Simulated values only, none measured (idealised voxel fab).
voxel capacitor over wiring: a process module
Xsec cut, 250 nm wide, square cell size 5 nm.
We lay out every cross-section as a grid of square cells and spell it out in bands from the top down, where one band means one or more rows of cells.
Heights first: top, then bottom, in nm. Then materials, left to right, each with a width in nm. "all across" on a single material: fills the band edge to edge. "air": empty space.
The reference from which all heights are counted is 0, the level beneath which the as-received wafer is entirely one material; the lowest band, having no lower bound, proceeds downward and is written after the example "0 and below".
Note: "30..40" means the width goes from the first number (top row of the band) to the second number (bottom row) in equal steps per row of cells.
"remains unaltered", as given for a step, is the statement that not any cell of the cross-section underwent a change during that step.
This entry, "Sealed internal voids", enumerates those empty regions of no fewer than 8 cells that possess no open connection to the top. Each region is reported in the form width x height at distance, the distance being taken from the left edge, with all three quantities expressed in nm.
Formally, on a step line, whatever follows the settings is a remark that the simulator itself makes on the step.
The setting "overlay nm" may be written on the line of a step. When the step uses a mask, the value reports how far to the right of the planned place the mask lay, and a negative value reports that it lay to the left.
### Steps in the process plan
- 1: RECEIVE, material Si
- 2: CONFORMAL_DEP, material SiO2, thk nm 15
- 3: DIRECTIONAL_DEP, material TiN, thk nm 5
- 4: DIRECTIONAL_DEP, material W, thk nm 15
- 5: MASKED_ETCH, tone cover, mask id METAL_1, width nm 25, pitch nm 75, etch materials W, depth nm 15, overlay nm 0
- 6: MASKED_ETCH, tone cover, mask id METAL_1, width nm 25, pitch nm 75, etch materials TiN, depth nm 5, overlay nm 0
- 7: FILL_DEP, material lowk, thk nm 10
- 8: CMP, height nm 35
- 9: CONFORMAL_DEP, material SiCN, thk nm 5
- 10: DIRECTIONAL_DEP, material SiO2, thk nm 15
- 11: DIRECTIONAL_DEP, material aC, thk nm 15
- 12: PATTERN, tone open, mask id PLUG_1, material resist, width nm 15, thk nm 30, overlay nm 0
- 13: DIRECTIONAL_ETCH, etch materials aC, depth nm 15
- 14: STRIP, etch materials resist
- 15: DIRECTIONAL_ETCH, etch materials SiO2, depth nm 15
- 16: DIRECTIONAL_ETCH, etch materials SiCN, depth nm 5
- 17: STRIP, etch materials aC
- 18: CONFORMAL_DEP, material TiN, thk nm 5
- 19: FILL_DEP, material Cu, thk nm 10
- 20: CMP, height nm 55
- 21: DIRECTIONAL_DEP, material TiN, thk nm 5
- 22: DIRECTIONAL_DEP, material Al2O3, thk nm 5
- 23: DIRECTIONAL_DEP, material TiN, thk nm 10
- 24: DIRECTIONAL_DEP, material aC, thk nm 10
- 25: PATTERN, tone cover, mask id UPPER_PLATE, material resist, width nm 55, thk nm 30, overlay nm 0
- 26: DIRECTIONAL_ETCH, etch materials aC, depth nm 10
- 27: STRIP, etch materials resist
- 28: DIRECTIONAL_ETCH, etch materials TiN, depth nm 10
- 29: DIRECTIONAL_ETCH, etch materials Al2O3, depth nm 5
- 30: STRIP, etch materials aC
- 31: DIRECTIONAL_DEP, material aC, thk nm 15
- 32: PATTERN, tone cover, mask id LOWER_PLATE, material resist, width nm 65, thk nm 30, overlay nm 0
- 33: DIRECTIONAL_ETCH, etch materials aC, depth nm 15
- 34: STRIP, etch materials resist
- 35: DIRECTIONAL_ETCH, etch materials TiN, depth nm 5
- 36: STRIP, etch materials aC
- 37: FILL_DEP, material SiO2, thk nm 20
- 38: CMP, height nm 90
- 39: DIRECTIONAL_DEP, material aC, thk nm 10
- 40: PATTERN, tone open, mask id PLUG_2, material resist, width nm 15, thk nm 30, overlay nm 0
- 41: DIRECTIONAL_ETCH, etch materials aC, depth nm 10
- 42: STRIP, etch materials resist
- 43: DIRECTIONAL_ETCH, etch materials SiO2, depth nm 15
- 44: STRIP, etch materials aC
- 45: CONFORMAL_DEP, material TiN, thk nm 5
- 46: FILL_DEP, material W, thk nm 5
- 47: CMP, height nm 90
- 48: CONFORMAL_DEP, material SiCN, thk nm 5
### Cross-section of the wafer at receipt, which is the condition after step 1
- 0 and below  Si all across
- Sealed internal voids: none
### End-of-module XS, first of two wafers, run as planned
- 95 down to 90  SiCN all across
- 90 down to 80  SiO2 95  TiN 5  W 5  TiN 5  SiO2 140
- 80 down to 75  SiO2 95  TiN 15  SiO2 140
- 75 down to 65  SiO2 85  TiN 55  SiO2 110
- 65 down to 60  SiO2 85  Al2O3 55  SiO2 110
- 60 down to 55  SiO2 80  TiN 65  SiO2 105
- 55 down to 40  SiO2 85  TiN 5  Cu 5  TiN 5  SiO2 150
- 40 down to 35  SiCN 85  TiN 15  SiCN 150
- 35 down to 20  lowk 75  W 25  lowk 50  W 25  lowk 75
- 20 down to 15  lowk 75  TiN 25  lowk 50  TiN 25  lowk 75
- 15 down to 0  SiO2 all across
- 0 and below  Si all across
- Sealed internal voids: none
### Cross-section, wafer two of two, end of module: same start and plan as wafer one, one error in execution
- 95 down to 90  SiCN all across
- 90 down to 80  SiO2 85  TiN 55  SiO2 110
- 80 down to 75  SiO2 85  Al2O3 55  SiO2 110
- 75 down to 70  SiO2 80  TiN 65  SiO2 105
- 70 down to 60  Cu all across
- 60 down to 55  TiN 90  Cu 5  TiN 155
- 55 down to 40  SiO2 85  TiN 5  Cu 5  TiN 5  SiO2 150
- 40 down to 35  SiCN 85  TiN 15  SiCN 150
- 35 down to 20  lowk 75  W 25  lowk 50  W 25  lowk 75
- 20 down to 15  lowk 75  TiN 25  lowk 50  TiN 25  lowk 75
- 15 down to 0  SiO2 all across
- 0 and below  Si all across
- Sealed internal voids: none
Misprocessing identified: step 20 was left out
In the final state, the cell counts of the second wafer exceed or fall short of those of the first for the following materials: Cu +101; SiO2 -141; TiN +42; W -2
